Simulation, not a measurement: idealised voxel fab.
A process module follows: voxel self aligned contacts.
Pictured: cross-section cut, 160 nm wide, on a grid of 5 nm square cells.
We lay out every cross-section as a grid of square cells and spell it out in bands from the top down, where one band means one or more rows of cells. Each band's line starts with the height of the band's top and of its bottom, in nm. Then come its materials from left to right, each with its width in nm. One material with "edge to edge" fills the band from edge to edge. "blank" is empty space. Measure heights from 0. That's the level where, below it, the as-received wafer is all one material. The lowest band is bottomless and extends downward; write it as in "from 0 down". The two numbers in a width such as "30 to 40" mark its ends across the band: the first belongs to the top row of cells, the second to the bottom row, and from each row to the next the width moves by the same amount. "no alteration" for a step: no cell of the cross-section changed in that step. The label "Closed void list" introduces a list of the empty spaces, 8 cells or larger, that have no open way up to the top; each entry in it reads width x height at distance, where the distance is taken from the left edge and all three are stated in nm. Heads up: the bit after the settings on a step's line is the simulator's remark on that step. overlay nm: right-of-plan distance of the mask on a masked step; negative values mean left-of-plan.
**Steps planned for the process**
1) RECEIVE: material Si
2) CONFORMAL_DEP: material SiO2, thk nm 5
3) DIRECTIONAL_DEP: material polySi, thk nm 20
4) DIRECTIONAL_DEP: material SiN, thk nm 20
5) MASKED_ETCH: tone cover, mask id GATE, width nm 20, pitch nm 75, etch materials SiN, depth nm 20, overlay nm 0
6) MASKED_ETCH: tone cover, mask id GATE, width nm 30, pitch nm 75, etch materials polySi, depth nm 20, overlay nm 0
7) CONFORMAL_DEP: material SiN, thk nm 10
8) DIRECTIONAL_ETCH: etch materials SiN, depth nm 10
9) FILL_DEP: material SiO2, thk nm 15
10) CMP: height nm 50
11) PATTERN: tone open, mask id CONTACT, material resist, width nm 55, thk nm 20, overlay nm 0
12) DIRECTIONAL_ETCH: etch materials SiO2, depth nm 50
13) STRIP: etch materials resist
14) CONFORMAL_DEP: material TiN, thk nm 5
15) FILL_DEP: material W, thk nm 10
16) CMP: height nm 50
17) CONFORMAL_DEP: material SiN, thk nm 5
Same starting wafers, different width nm at step 5. Plan value belongs to the first wafer.
**The first of several wafers, as received after step 1, seen in section**
from 0 down: Si edge to edge
Closed void list: none
**Row per wafer, end-of-module: cell gain (+)/loss (-) by material since the wafer came in, then closed voids**
width nm 20 | +128 SiN | +112 SiO2 | +29 TiN | +35 W | +48 polySi | Closed void list: none
width nm 25 | +136 SiN | +108 SiO2 | +29 TiN | +31 W | +48 polySi | Closed void list: none
width nm 30 | +144 SiN | +104 SiO2 | +29 TiN | +27 W | +48 polySi | Closed void list: none
width nm 35 | +152 SiN | +97 SiO2 | +29 TiN | +18 W | +56 polySi | Closed void list: none
width nm 40 | +160 SiN | +90 SiO2 | +29 TiN | +9 W | +64 polySi | Closed void list: none
width nm 45 | +168 SiN | +83 SiO2 | +29 TiN | +72 polySi | Closed void list: none
